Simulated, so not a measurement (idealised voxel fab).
process module | voxel self aligned contacts
cross-section cut | 195 nm wide | cells 5 nm
A cross-section is a grid of square cells, given in bands from the top down. A band is one or more rows of cells.
Each band's line starts with the height of the band's top and of its bottom, in nm. Then come its materials from left to right, each with its width in nm. One material with "throughout" fills the band from edge to edge. "air" is empty space.
Height 0 is the level under which the wafer as received is all one material. The lowest band goes on downwards, as in "0 down".
A width such as "30 to 40" changes by the same amount from each row of cells to the next, from the band's top row to its bottom row.
"no change" after a step means that no cell of the cross-section changed.
closed voids: empty space of 8 cells or more with no open way to the top, each as width x height at its distance from the left edge, in nm
after a step's settings: what the simulator itself notes on the step
overlay nm, on a step with a mask: how far to the right of its planned place the mask lay; to the left if negative
plan
1 op RECEIVE | material Si
2 op CONFORMAL_DEP | material SiO2 | thk nm 5
3 op DIRECTIONAL_DEP | material polySi | thk nm 25
4 op DIRECTIONAL_DEP | material SiN | thk nm 25
5 op DIRECTIONAL_DEP | material aC | thk nm 15
6 op PATTERN | tone cover | mask id GATE | material resist | width nm 25 | pitch nm 65 | thk nm 35 | overlay nm 0
7 op DIRECTIONAL_ETCH | etch materials aC | depth nm 15
8 op STRIP | etch materials resist
9 op DIRECTIONAL_ETCH | etch materials SiN | depth nm 25
10 op DIRECTIONAL_ETCH | etch materials polySi | depth nm 25
11 op STRIP | etch materials aC
12 op CONFORMAL_DEP | material SiN | thk nm 10
13 op DIRECTIONAL_ETCH | etch materials SiN | depth nm 10
14 op FILL_DEP | material SiO2 | thk nm 15
15 op CMP | height nm 60
16 op MASKED_ETCH | tone open | mask id CONTACT | width nm 50 | etch materials SiO2 | depth nm 60 | overlay nm 0
17 op CONFORMAL_DEP | material TiN | thk nm 5
18 op FILL_DEP | material Ru | thk nm 5
19 op CMP | height nm 60
20 op CONFORMAL_DEP | material SiN | thk nm 5
as received, after step 1
  0 down: Si throughout
  closed voids: none
first wafer at the end, as planned
  65 to 60: SiN throughout
  60 to 55: SiO2 70 | TiN 20 | Ru 10 | TiN 20 | SiO2 75
  55 to 30: SiO2 40 | SiN 45 | TiN 5 | Ru 10 | TiN 5 | SiN 45 | SiO2 45
  30 to 5: SiO2 40 | SiN 10 | polySi 25 | SiN 10 | TiN 5 | Ru 10 | TiN 5 | SiN 10 | polySi 25 | SiN 10 | SiO2 45
  5 to 0: SiO2 85 | TiN 20 | SiO2 90
  0 down: Si throughout
  closed voids: none
second wafer at the end: like start, like plan, one mistake
  65 to 60: SiN throughout
  60 to 55: SiO2 60 | TiN 30 | Ru 10 | TiN 10 | SiO2 85
  55 to 30: SiO2 40 | SiN 45 | TiN 5 | Ru 10 | TiN 5 | SiN 45 | SiO2 45
  30 to 5: SiO2 40 | SiN 10 | polySi 25 | SiN 10 | TiN 5 | Ru 10 | TiN 5 | SiN 10 | polySi 25 | SiN 10 | SiO2 45
  5 to 0: SiO2 85 | TiN 20 | SiO2 90
  0 down: Si throughout
  closed voids: none
what went wrong: step 16 ran as: op MASKED_ETCH | tone open | mask id CONTACT | width nm 50 | etch materials SiO2 | depth nm 60 | overlay nm -10
at the end the second wafer has, in cells: as many of each material as the first, in other places
